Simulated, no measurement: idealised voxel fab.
This section sets out a process module, namely voxel double patterning.
Section shown: cut. Width: 240 nm. Cell size: 5 nm, square.
Each cross-section below is a grid of square cells, stated as bands in top-down order, with one or more rows of cells making up each band.
The band entry comprises the height of the band's top followed by the height of its bottom, expressed in nm, and subsequently the band's materials from left to right, each stated together with its width in nm. Where a single material is marked with the word "edge to edge", that material fills the band from edge to edge. The word "empty" represents empty space.
Convention: height 0 is the level below which the wafer, as received, is all one material. The lowest band does not terminate at the bottom but continues downward, represented as "z 0 and below".
Graded width ("30 to 40"): value in top row of band = first number; value in bottom row = second number; row-to-row change constant.
Reading "no change occurred" for a step: not a cell of the cross-section changed in it.
"Closed void catalog" - sealed voids, min. 8 cells, no opening to top; format: width x height at distance (distance from left edge; nm throughout).
after a step's settings: what the simulator itself notes on the step
overlay nm: right-of-plan distance of the mask on a masked step; negative values mean left-of-plan.

[The planned process steps are enumerated hereunder]
1 RECEIVE [material Si]
2 CONFORMAL_DEP [material SiO2] [thk nm 5]
3 DIRECTIONAL_DEP [material polySi] [thk nm 15]
4 DIRECTIONAL_DEP [material SiCN] [thk nm 5]
5 MASKED_ETCH [tone open] [mask id FIRST] [width nm 15] [pitch nm 50] [etch materials SiCN] [depth nm 5] [overlay nm 0]
6 DIRECTIONAL_DEP [material aC] [thk nm 10]
7 PATTERN [tone open] [mask id SECOND] [material resist] [width nm 15] [pitch nm 50] [thk nm 25] [overlay nm 0]
8 DIRECTIONAL_ETCH [etch materials aC] [depth nm 10]
9 STRIP [etch materials resist]
10 DIRECTIONAL_ETCH [etch materials SiCN] [depth nm 5]
11 STRIP [etch materials aC]
12 DIRECTIONAL_ETCH [etch materials polySi] [depth nm 15]
13 STRIP [etch materials SiCN]

[Received-state cross-section, reflecting completion of step 1]
- z 0 and below | Si edge to edge
- Closed void catalog: none

[End state of the module in cross-section, given the above starting point and plan and one mistake in execution]
- z 20 to 5 | 55 nm polySi / 25 nm empty / 5 nm polySi / 15 nm empty / 5 nm polySi / 25 nm empty / 5 nm polySi / 15 nm empty / 5 nm polySi / 25 nm empty / 60 nm polySi
- z 5 to 0 | SiO2 edge to edge
- z 0 and below | Si edge to edge
- Closed void catalog: none
Finding, execution versus plan: in deviation from the planned setting, step 5 was conducted as MASKED_ETCH [tone open] [mask id FIRST] [width nm 25] [pitch nm 50] [etch materials SiCN] [depth nm 5] [overlay nm 0]
